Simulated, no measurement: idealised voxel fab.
This is a process module. Its name is voxel transistor to metal.
Square cells of 5 nm make up the cross-section cut, whose width is 150 nm.
Just so we're on the same page, the cross-sections are grids of square cells, and they're listed out in bands top to bottom, each band one or more rows deep. For a band, the entry starts with two heights in nm, that of the top and then that of the bottom, and carries on with the band's materials in order from left to right, each alongside its width in nm; the word "throughout" beside a single material means it fills the band edge to edge, and "blank" means empty space. Heights from 0 (as-received wafer is one material below). Bottom band endless downward, as "0 -> down". Width spec "30..40" -> top row of cells at first value, bottom row at second value, equal per-row change in between. Key: "everything unchanged" - step with no changed cell in the cross-section. "Cavities, sealed" contains a list of empty spaces, each no smaller than 8 cells and without an open way to the top, written in the form width x height at distance with the distance from the left edge and all three in nm. On a step's line, text after the settings is the simulator commenting on that step. You can add "overlay nm" to a step's line. For a step with a mask, it describes how far the mask lay to the right of its planned position, and a negative number describes a lay to the left.

-- The planned process steps are enumerated hereunder
1. RECEIVE with material Si
2. OXIDIZE with depth nm 5
3. CONFORMAL_DEP with material SiN, thk nm 15
4. MASKED_ETCH with tone cover, mask id ACTIVE, width nm 105, etch materials SiN, depth nm 15, overlay nm 0
5. MASKED_ETCH with tone cover, mask id ACTIVE, width nm 105, etch materials SiO2, depth nm 5, overlay nm 0
6. MASKED_ETCH with tone cover, mask id ACTIVE, width nm 105, etch materials Si, depth nm 35, overlay nm 0
7. FILL_DEP with material SiO2, thk nm 15
8. CMP with height nm 15
9. SELECTIVE_ETCH with etch materials SiO2, depth nm 15
10. STRIP with etch materials SiN
11. SELECTIVE_ETCH with etch materials SiO2, depth nm 5
12. OXIDIZE with depth nm 5
13. DIRECTIONAL_DEP with material polySi, thk nm 25
14. DIRECTIONAL_DEP with material SiCN, thk nm 15
15. DIRECTIONAL_DEP with material aC, thk nm 10
16. PATTERN with tone cover, mask id GATE, material resist, width nm 25, thk nm 30, overlay nm 0
17. DIRECTIONAL_ETCH with etch materials aC, depth nm 10
18. STRIP with etch materials resist
19. DIRECTIONAL_ETCH with etch materials SiCN, depth nm 25
20. DIRECTIONAL_ETCH with etch materials polySi, depth nm 35
21. STRIP with etch materials aC
22. CONFORMAL_DEP with material SiN, thk nm 5
23. DIRECTIONAL_ETCH with etch materials SiN, depth nm 5
24. DIRECTIONAL_ETCH with etch materials SiO2, depth nm 5
25. DIRECTIONAL_ETCH with etch materials Si, depth nm 5
26. EPI with material SiGe, thk nm 5
27. FILL_DEP with material SiO2, thk nm 10
28. CMP with height nm 20
29. STRIP with etch materials polySi
30. SELECTIVE_ETCH with etch materials SiO2, depth nm 5
31. CONFORMAL_DEP with material HfO2, thk nm 5
32. CONFORMAL_DEP with material TiN, thk nm 5
33. FILL_DEP with material W, thk nm 5
34. CMP with height nm 15
35. DIRECTIONAL_DEP with material SiO2, thk nm 10
36. MASKED_ETCH with tone open, mask id CONTACT, width nm 15, pitch nm 80, etch materials SiO2, depth nm 35, overlay nm 0
37. CONFORMAL_DEP with material TiN, thk nm 5
38. FILL_DEP with material W, thk nm 10
39. CMP with height nm 25
40. DIRECTIONAL_DEP with material TiN, thk nm 5
41. DIRECTIONAL_DEP with material W, thk nm 15
42. PATTERN with tone cover, mask id METAL_1, material resist, width nm 15, pitch nm 80, thk nm 20, overlay nm 0
43. DIRECTIONAL_ETCH with etch materials W, depth nm 15
44. DIRECTIONAL_ETCH with etch materials TiN, depth nm 5
45. STRIP with etch materials resist
46. FILL_DEP with material SiO2, thk nm 5
47. CMP with height nm 45
48. CONFORMAL_DEP with material SiN, thk nm 5

-- This is the cross-section of the wafer as we received it, i.e. after step 1
	0 -> down | Si throughout
	Cavities, sealed: none

-- The following cross-section depicts the wafer upon conclusion of the module. Processing commenced from the starting condition illustrated above and adhered to the plan illustrated above, save for one mistake in execution
	50 -> 45 | SiN throughout
	45 -> 30 | 25 of SiO2, 15 of W, 65 of SiO2, 15 of W, 30 of SiO2
	30 -> 25 | 25 of SiO2, 15 of TiN, 65 of SiO2, 15 of TiN, 30 of SiO2
	25 -> 15 | 25 of SiO2, 5 of TiN, 5 of W, 5 of TiN, 65 of SiO2, 5 of TiN, 5 of W, 5 of TiN, 30 of SiO2
	15 -> 0 | 25 of SiO2, 5 of TiN, 5 of W, 5 of TiN, 15 of SiO2, 5 of SiN, 5 of HfO2, 5 of TiN, 5 of W, 5 of TiN, 5 of HfO2, 5 of SiN, 15 of SiO2, 5 of TiN, 5 of W, 5 of TiN, 30 of SiO2
	0 -> -5 | 25 of SiO2, 5 of TiN, 5 of W, 5 of TiN, 15 of SiO2, 5 of SiN, 5 of HfO2, 15 of TiN, 5 of HfO2, 5 of SiN, 15 of SiO2, 5 of TiN, 5 of W, 5 of TiN, 30 of SiO2
	-5 -> -10 | 15 of SiO2, 5 of SiN, 5 of SiO2, 15 of TiN, 10 of SiO2, 5 of SiGe, 35 of HfO2, 5 of SiGe, 10 of SiO2, 15 of TiN, 5 of SiO2, 5 of SiN, 10 of SiO2, 5 of SiN, 5 of SiO2
	-10 -> -15 | 15 of SiO2, 5 of SiN, 5 of SiO2, 30 of SiGe, 35 of Si, 30 of SiGe, 5 of SiO2, 5 of SiN, 10 of SiO2, 5 of SiN, 5 of SiO2
	-15 -> -20 | 15 of SiO2, 5 of SiN, 5 of SiO2, 95 of Si, 5 of SiO2, 5 of SiN, 10 of SiO2, 5 of SiN, 5 of SiO2
	-20 -> -25 | 25 of SiO2, 95 of Si, 30 of SiO2
	-25 -> -40 | 20 of SiO2, 105 of Si, 25 of SiO2
	-40 -> down | Si throughout
	Cavities, sealed: none
Heads up, the wafer didn't run the way we planned it: note: step 9 <-> step 10, run order reversed vs plan
